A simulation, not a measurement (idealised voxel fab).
Presented below is a process module, voxel capacitor over wiring.
It is cross-section cut that appears here, measuring 300 nm in width, its square cells being 5 nm in size.
This document writes a cross-section as a grid whose cells are square, and gives it as bands, listed from the top down; one or more rows of cells form a band.
Heights first: top, then bottom, in nm. Then materials, left to right, each with a width in nm. "all across" on a single material: fills the band edge to edge. "air": empty space.
Heights are reckoned from 0. Under this level, the received wafer is all of one material. The bottommost band is open-ended downward, for example "from 0 down".
The notation "30..40" denotes a width that varies across the rows of cells in the band, beginning at the first number in the top row, finishing at the second number in the bottom row, and changing by an identical amount from each row to the next.
Step note "left unchanged" = no cross-section cell changed.
The list in "Trapped cavities" covers empty spaces of 8 cells or more that cannot reach the top through any open way, and it gives each as width x height at distance; the distance is from the left edge, and width, height and distance are in nm.
If you see something after the settings on a step's line, that's the simulator's own remark about that step.
overlay nm: mask offset rightward from planned place, masked step; negative means leftward offset.
## List of planned process steps
1,op RECEIVE | material Si
2,op CONFORMAL_DEP | material SiO2 | thk nm 10
3,op CONFORMAL_DEP | material SiCN | thk nm 5
4,op DIRECTIONAL_DEP | material lowk | thk nm 25
5,op MASKED_ETCH | tone open | mask id METAL_1 | width nm 30 | pitch nm 100 | etch materials lowk | depth nm 25 | overlay nm 0
6,op MASKED_ETCH | tone open | mask id METAL_1 | width nm 30 | pitch nm 100 | etch materials SiCN | depth nm 5 | overlay nm 0
7,op CONFORMAL_DEP | material TiN | thk nm 5
8,op FILL_DEP | material Cu | thk nm 5
9,op CMP | height nm 40
10,op EPI | material Ru | thk nm 5
11,op FILL_DEP | material SiCN | thk nm 5
12,op DIRECTIONAL_DEP | material lowk | thk nm 10
13,op DIRECTIONAL_DEP | material aC | thk nm 15
14,op PATTERN | tone open | mask id PLUG_1 | material resist | width nm 15 | thk nm 35 | overlay nm 0
15,op DIRECTIONAL_ETCH | etch materials aC | depth nm 15
16,op STRIP | etch materials resist
17,op DIRECTIONAL_ETCH | etch materials lowk | depth nm 10
18,op DIRECTIONAL_ETCH | etch materials SiCN | depth nm 5
19,op STRIP | etch materials aC
20,op EPI | material Ru | thk nm 10
21,op EPI | material Ru | thk nm 5
22,op DIRECTIONAL_DEP | material TiN | thk nm 5
23,op DIRECTIONAL_DEP | material SiN | thk nm 5
24,op DIRECTIONAL_DEP | material TiN | thk nm 5
25,op DIRECTIONAL_DEP | material aC | thk nm 15
26,op PATTERN | tone cover | mask id UPPER_PLATE | material resist | width nm 75 | thk nm 30 | overlay nm 0
27,op DIRECTIONAL_ETCH | etch materials aC | depth nm 15
28,op STRIP | etch materials resist
29,op DIRECTIONAL_ETCH | etch materials TiN | depth nm 5
30,op DIRECTIONAL_ETCH | etch materials SiN | depth nm 5
31,op STRIP | etch materials aC
32,op DIRECTIONAL_DEP | material aC | thk nm 15
33,op PATTERN | tone cover | mask id LOWER_PLATE | material resist | width nm 85 | thk nm 35 | overlay nm 0
34,op DIRECTIONAL_ETCH | etch materials aC | depth nm 15
35,op STRIP | etch materials resist
36,op DIRECTIONAL_ETCH | etch materials TiN | depth nm 5
37,op STRIP | etch materials aC
38,op FILL_DEP | material SiO2 | thk nm 15
39,op CMP | height nm 85
40,op DIRECTIONAL_DEP | material aC | thk nm 15
41,op PATTERN | tone open | mask id PLUG_2 | material resist | width nm 15 | thk nm 35 | overlay nm 0
42,op DIRECTIONAL_ETCH | etch materials aC | depth nm 15
43,op STRIP | etch materials resist
44,op DIRECTIONAL_ETCH | etch materials SiO2 | depth nm 10
45,op STRIP | etch materials aC
46,op CONFORMAL_DEP | material TiN | thk nm 5
47,op FILL_DEP | material Cu | thk nm 10
48,op CMP | height nm 85
49,op CONFORMAL_DEP | material SiCN | thk nm 5
## The first wafer of two, processed as planned
## Shown in cross-section is the wafer as received, that is, as it stands after step 1
	from 0 down  Si all across
	Trapped cavities: none
## Sectional view: wafer, after step 2
	from 10 to 0  SiO2 all across
	All layers under 0 are left as they were.
## Sectional view: wafer, after step 3
	from 15 to 10  SiCN all across
	All layers under 10 are left as they were.
## Sectional view: wafer, after step 4
	from 40 to 15  lowk all across
	All layers under 15 are left as they were.
## Sectional view: wafer, after step 5
	from 40 to 15  lowk 85, then air 30, then lowk 70, then air 30, then lowk 85
	All layers under 15 are left as they were.
## Sectional view: wafer, after step 6
	from 40 to 15  lowk 85, then air 30, then lowk 70, then air 30, then lowk 85
	from 15 to 10  SiCN 85, then air 30, then SiCN 70, then air 30, then SiCN 85
	All layers under 10 are left as they were.
## Sectional view: wafer, after step 7
	from 45 to 40  TiN 90, then air 20, then TiN 80, then air 20, then TiN 90
	from 40 to 15  lowk 85, then TiN 5, then air 20, then TiN 5, then lowk 70, then TiN 5, then air 20, then TiN 5, then lowk 85
	from 15 to 10  SiCN 85, then TiN 30, then SiCN 70, then TiN 30, then SiCN 85
	All layers under 10 are left as they were.
## Sectional view: wafer, after step 8
	from 50 to 45  Cu all across
	from 45 to 40  TiN 90, then Cu 20, then TiN 80, then Cu 20, then TiN 90
	from 40 to 15  lowk 85, then TiN 5, then Cu 20, then TiN 5, then lowk 70, then TiN 5, then Cu 20, then TiN 5, then lowk 85
	All layers under 15 are left as they were.
## Sectional view: wafer, after step 9
	from 40 to 15  lowk 85, then TiN 5, then Cu 20, then TiN 5, then lowk 70, then TiN 5, then Cu 20, then TiN 5, then lowk 85
	All layers under 15 are left as they were.
## Sectional view: wafer, after step 10
	from 45 to 40  air 80, then Ru 40, then air 60, then Ru 40, then air 80
	All layers under 40 are left as they were.
## Sectional view: wafer, after step 11
	from 50 to 45  SiCN all across
	from 45 to 40  SiCN 80, then Ru 40, then SiCN 60, then Ru 40, then SiCN 80
	All layers under 40 are left as they were.
## Sectional view: wafer, after step 12
	from 60 to 50  lowk all across
	All layers under 50 are left as they were.
## Sectional view: wafer, after step 13
	from 75 to 60  aC all across
	All layers under 60 are left as they were.
## Sectional view: wafer, after step 14
	from 110 to 75  resist 100, then air 15, then resist 185
	All layers under 75 are left as they were.
## Sectional view: wafer, after step 15
	from 95 to 75  resist 100, then air 15, then resist 185
	from 75 to 60  aC 100, then air 15, then aC 185
	All layers under 60 are left as they were.
## Sectional view: wafer, after step 16
	from 75 to 60  aC 100, then air 15, then aC 185
	All layers under 60 are left as they were.
## Sectional view: wafer, after step 17
	from 75 to 60  aC 100, then air 15, then aC 185
	from 60 to 50  lowk 100, then air 15, then lowk 185
	All layers under 50 are left as they were.
## Sectional view: wafer, after step 18
	from 75 to 60  aC 100, then air 15, then aC 185
	from 60 to 50  lowk 100, then air 15, then lowk 185
	from 50 to 45  SiCN 100, then air 15, then SiCN 185
	All layers under 45 are left as they were.
## Sectional view: wafer, after step 19
	from 60 to 50  lowk 100, then air 15, then lowk 185
	All layers under 50 are left as they were.
## Sectional view: wafer, after step 20
	from 60 to 55  lowk 100, then air 15, then lowk 185
	from 55 to 50  lowk 100, then Ru 15, then lowk 185
	from 50 to 45  SiCN 100, then Ru 15, then SiCN 185
	All layers under 45 are left as they were.
## Sectional view: wafer, after step 21
	from 60 to 50  lowk 100, then Ru 15, then lowk 185
	All layers under 50 are left as they were.
## Sectional view: wafer, after step 22
	from 65 to 60  TiN all across
	All layers under 60 are left as they were.
## Sectional view: wafer, after step 23
	from 70 to 65  SiN all across
	All layers under 65 are left as they were.
## Sectional view: wafer, after step 24
	from 75 to 70  TiN all across
	All layers under 70 are left as they were.
## Sectional view: wafer, after step 25
	from 90 to 75  aC all across
	All layers under 75 are left as they were.
## Sectional view: wafer, after step 26
	from 120 to 90  air 100, then resist 75, then air 125
	All layers under 90 are left as they were.
## Sectional view: wafer, after step 27
	from 105 to 90  air 100, then resist 75, then air 125
	from 90 to 75  air 100, then aC 75, then air 125
	All layers under 75 are left as they were.
## Sectional view: wafer, after step 28
	from 90 to 75  air 100, then aC 75, then air 125
	All layers under 75 are left as they were.
## Sectional view: wafer, after step 29
	from 90 to 75  air 100, then aC 75, then air 125
	from 75 to 70  air 100, then TiN 75, then air 125
	All layers under 70 are left as they were.
## Sectional view: wafer, after step 30
	from 90 to 75  air 100, then aC 75, then air 125
	from 75 to 70  air 100, then TiN 75, then air 125
	from 70 to 65  air 100, then SiN 75, then air 125
	All layers under 65 are left as they were.
## Sectional view: wafer, after step 31
	from 75 to 70  air 100, then TiN 75, then air 125
	All layers under 70 are left as they were.
## Sectional view: wafer, after step 32
	from 90 to 80  air 100, then aC 75, then air 125
	from 80 to 75  aC all across
	from 75 to 70  aC 100, then TiN 75, then aC 125
	from 70 to 65  aC 100, then SiN 75, then aC 125
	All layers under 65 are left as they were.
## Sectional view: wafer, after step 33
	from 125 to 90  air 95, then resist 85, then air 120
	from 90 to 80  air 95, then resist 5, then aC 75, then resist 5, then air 120
	All layers under 80 are left as they were.
## Sectional view: wafer, after step 34
	from 110 to 90  air 95, then resist 85, then air 120
	from 90 to 80  air 95, then resist 5, then aC 75, then resist 5, then air 120
	from 80 to 75  air 95, then aC 85, then air 120
	from 75 to 70  air 95, then aC 5, then TiN 75, then aC 5, then air 120
	from 70 to 65  air 95, then aC 5, then SiN 75, then aC 5, then air 120
	All layers under 65 are left as they were.
## Sectional view: wafer, after step 35
	from 90 to 80  air 100, then aC 75, then air 125
	All layers under 80 are left as they were.
## Sectional view: wafer, after step 36
	from 90 to 80  air 100, then aC 75, then air 125
	from 80 to 75  air 95, then aC 85, then air 120
	from 75 to 70  air 95, then aC 5, then TiN 75, then aC 5, then air 120
	from 70 to 65  air 95, then aC 5, then SiN 75, then aC 5, then air 120
	from 65 to 60  air 95, then TiN 85, then air 120
	All layers under 60 are left as they were.
## Sectional view: wafer, after step 37
	from 75 to 70  air 100, then TiN 75, then air 125
	from 70 to 65  air 100, then SiN 75, then air 125
	All layers under 65 are left as they were.
## Sectional view: wafer, after step 38
	from 90 to 75  SiO2 all across
	from 75 to 70  SiO2 100, then TiN 75, then SiO2 125
	from 70 to 65  SiO2 100, then SiN 75, then SiO2 125
	from 65 to 60  SiO2 95, then TiN 85, then SiO2 120
	All layers under 60 are left as they were.
## Sectional view: wafer, after step 39
	from 85 to 75  SiO2 all across
	All layers under 75 are left as they were.
## Sectional view: wafer, after step 40
	from 100 to 85  aC all across
	All layers under 85 are left as they were.
## Sectional view: wafer, after step 41
	from 135 to 100  resist 110, then air 15, then resist 175
	All layers under 100 are left as they were.
## Sectional view: wafer, after step 42
	from 120 to 100  resist 110, then air 15, then resist 175
	from 100 to 85  aC 110, then air 15, then aC 175
	All layers under 85 are left as they were.
## Sectional view: wafer, after step 43
	from 100 to 85  aC 110, then air 15, then aC 175
	All layers under 85 are left as they were.
## Sectional view: wafer, after step 44
	from 100 to 85  aC 110, then air 15, then aC 175
	from 85 to 75  SiO2 110, then air 15, then SiO2 175
	All layers under 75 are left as they were.
## Sectional view: wafer, after step 45
	from 85 to 75  SiO2 110, then air 15, then SiO2 175
	All layers under 75 are left as they were.
## Sectional view: wafer, after step 46
	from 90 to 85  TiN 115, then air 5, then TiN 180
	from 85 to 80  SiO2 110, then TiN 5, then air 5, then TiN 5, then SiO2 175
	from 80 to 70  SiO2 110..100, then TiN 15..75, then SiO2 175..125
	All layers under 70 are left as they were.
## Sectional view: wafer, after step 47
	from 100 to 90  Cu all across
	from 90 to 85  TiN 115, then Cu 5, then TiN 180
	from 85 to 80  SiO2 110, then TiN 5, then Cu 5, then TiN 5, then SiO2 175
	All layers under 80 are left as they were.
## Sectional view: wafer, after step 48
	from 85 to 80  SiO2 110, then TiN 5, then Cu 5, then TiN 5, then SiO2 175
	All layers under 80 are left as they were.
## Sectional view: wafer, after step 49
	from 90 to 85  SiCN all across
	All layers under 85 are left as they were.
## Here the second wafer is described. Its start and its plan were those of the first wafer. Its run contained one mistake. Up to and including step 13, it did exactly what the first wafer did
## Second wafer, section view, time point: scheduled end of step 14
	from 110 to 75  resist 105, then air 15, then resist 180
	All layers under 75 are left as they were.
## Second wafer, section view, time point: scheduled end of step 15
	from 95 to 75  resist 105, then air 15, then resist 180
	from 75 to 60  aC 105, then air 15, then aC 180
	All layers under 60 are left as they were.
## Second wafer, section view, time point: scheduled end of step 16
	from 75 to 60  aC 105, then air 15, then aC 180
	All layers under 60 are left as they were.
## Second wafer, section view, time point: scheduled end of step 17
	from 75 to 60  aC 105, then air 15, then aC 180
	from 60 to 50  lowk 105, then air 15, then lowk 180
	All layers under 50 are left as they were.
## Second wafer, section view, time point: scheduled end of step 18
	from 75 to 60  aC 105, then air 15, then aC 180
	from 60 to 50  lowk 105, then air 15, then lowk 180
	from 50 to 45  SiCN 105, then air 15, then SiCN 180
	All layers under 45 are left as they were.
## Second wafer, section view, time point: scheduled end of step 19
	from 60 to 50  lowk 105, then air 15, then lowk 180
	All layers under 50 are left as they were.
## Second wafer, section view, time point: scheduled end of step 20
	from 60 to 55  lowk 105, then air 15, then lowk 180
	from 55 to 50  lowk 105, then Ru 15, then lowk 180
	from 50 to 45  SiCN 105, then Ru 15, then SiCN 180
	All layers under 45 are left as they were.
## Second wafer, section view, time point: scheduled end of step 21
	from 60 to 50  lowk 105, then Ru 15, then lowk 180
	All layers under 50 are left as they were.
## Second wafer, section view, time point: scheduled end of step 22
	from 65 to 60  TiN all across
	All layers under 60 are left as they were.
## Second wafer, section view, time point: scheduled end of step 23
	from 70 to 65  SiN all across
	All layers under 65 are left as they were.
## Second wafer, section view, time point: scheduled end of step 24
	from 75 to 70  TiN all across
	All layers under 70 are left as they were.
## Second wafer, section view, time point: scheduled end of step 25
	from 90 to 75  aC all across
	All layers under 75 are left as they were.
## Second wafer, section view, time point: scheduled end of step 26
	from 120 to 90  air 100, then resist 75, then air 125
	All layers under 90 are left as they were.
## Second wafer, section view, time point: scheduled end of step 27
	from 105 to 90  air 100, then resist 75, then air 125
	from 90 to 75  air 100, then aC 75, then air 125
	All layers under 75 are left as they were.
## Second wafer, section view, time point: scheduled end of step 28
	from 90 to 75  air 100, then aC 75, then air 125
	All layers under 75 are left as they were.
## Second wafer, section view, time point: scheduled end of step 29
	from 90 to 75  air 100, then aC 75, then air 125
	from 75 to 70  air 100, then TiN 75, then air 125
	All layers under 70 are left as they were.
## Second wafer, section view, time point: scheduled end of step 30
	from 90 to 75  air 100, then aC 75, then air 125
	from 75 to 70  air 100, then TiN 75, then air 125
	from 70 to 65  air 100, then SiN 75, then air 125
	All layers under 65 are left as they were.
## Second wafer, section view, time point: scheduled end of step 31
	from 75 to 70  air 100, then TiN 75, then air 125
	All layers under 70 are left as they were.
## Second wafer, section view, time point: scheduled end of step 32
	from 90 to 80  air 100, then aC 75, then air 125
	from 80 to 75  aC all across
	from 75 to 70  aC 100, then TiN 75, then aC 125
	from 70 to 65  aC 100, then SiN 75, then aC 125
	All layers under 65 are left as they were.
## Second wafer, section view, time point: scheduled end of step 33
	from 125 to 90  air 95, then resist 85, then air 120
	from 90 to 80  air 95, then resist 5, then aC 75, then resist 5, then air 120
	All layers under 80 are left as they were.
## Second wafer, section view, time point: scheduled end of step 34
	from 110 to 90  air 95, then resist 85, then air 120
	from 90 to 80  air 95, then resist 5, then aC 75, then resist 5, then air 120
	from 80 to 75  air 95, then aC 85, then air 120
	from 75 to 70  air 95, then aC 5, then TiN 75, then aC 5, then air 120
	from 70 to 65  air 95, then aC 5, then SiN 75, then aC 5, then air 120
	All layers under 65 are left as they were.
## Second wafer, section view, time point: scheduled end of step 35
	from 90 to 80  air 100, then aC 75, then air 125
	All layers under 80 are left as they were.
## Second wafer, section view, time point: scheduled end of step 36
	from 90 to 80  air 100, then aC 75, then air 125
	from 80 to 75  air 95, then aC 85, then air 120
	from 75 to 70  air 95, then aC 5, then TiN 75, then aC 5, then air 120
	from 70 to 65  air 95, then aC 5, then SiN 75, then aC 5, then air 120
	from 65 to 60  air 95, then TiN 85, then air 120
	All layers under 60 are left as they were.
## Second wafer, section view, time point: scheduled end of step 37
	from 75 to 70  air 100, then TiN 75, then air 125
	from 70 to 65  air 100, then SiN 75, then air 125
	All layers under 65 are left as they were.
## Second wafer, section view, time point: scheduled end of step 38
	from 90 to 75  SiO2 all across
	from 75 to 70  SiO2 100, then TiN 75, then SiO2 125
	from 70 to 65  SiO2 100, then SiN 75, then SiO2 125
	from 65 to 60  SiO2 95, then TiN 85, then SiO2 120
	All layers under 60 are left as they were.
## Second wafer, section view, time point: scheduled end of step 39
	from 85 to 75  SiO2 all across
	All layers under 75 are left as they were.
## Second wafer, section view, time point: scheduled end of step 40
	from 100 to 85  aC all across
	All layers under 85 are left as they were.
## Second wafer, section view, time point: scheduled end of step 41
	from 135 to 100  resist 110, then air 15, then resist 175
	All layers under 100 are left as they were.
## Second wafer, section view, time point: scheduled end of step 42
	from 120 to 100  resist 110, then air 15, then resist 175
	from 100 to 85  aC 110, then air 15, then aC 175
	All layers under 85 are left as they were.
## Second wafer, section view, time point: scheduled end of step 43
	from 100 to 85  aC 110, then air 15, then aC 175
	All layers under 85 are left as they were.
## Second wafer, section view, time point: scheduled end of step 44
	from 100 to 85  aC 110, then air 15, then aC 175
	from 85 to 75  SiO2 110, then air 15, then SiO2 175
	All layers under 75 are left as they were.
## Second wafer, section view, time point: scheduled end of step 45
	from 85 to 75  SiO2 110, then air 15, then SiO2 175
	All layers under 75 are left as they were.
## Second wafer, section view, time point: scheduled end of step 46
	from 90 to 85  TiN 115, then air 5, then TiN 180
	from 85 to 80  SiO2 110, then TiN 5, then air 5, then TiN 5, then SiO2 175
	from 80 to 70  SiO2 110..100, then TiN 15..75, then SiO2 175..125
	All layers under 70 are left as they were.
## Second wafer, section view, time point: scheduled end of step 47
	from 100 to 90  Cu all across
	from 90 to 85  TiN 115, then Cu 5, then TiN 180
	from 85 to 80  SiO2 110, then TiN 5, then Cu 5, then TiN 5, then SiO2 175
	All layers under 80 are left as they were.
## Second wafer, section view, time point: scheduled end of step 48
	from 85 to 80  SiO2 110, then TiN 5, then Cu 5, then TiN 5, then SiO2 175
	All layers under 80 are left as they were.
## Second wafer, section view, time point: scheduled end of step 49
	from 90 to 85  SiCN all across
	All layers under 85 are left as they were.
Error vs. plan: step 14 ran with different settings than intended, the actual operation and settings being op PATTERN | tone open | mask id PLUG_1 | material resist | width nm 15 | thk nm 35 | overlay nm 5
The two final wafers agree on how many cells each material fills and disagree on which cells those are.
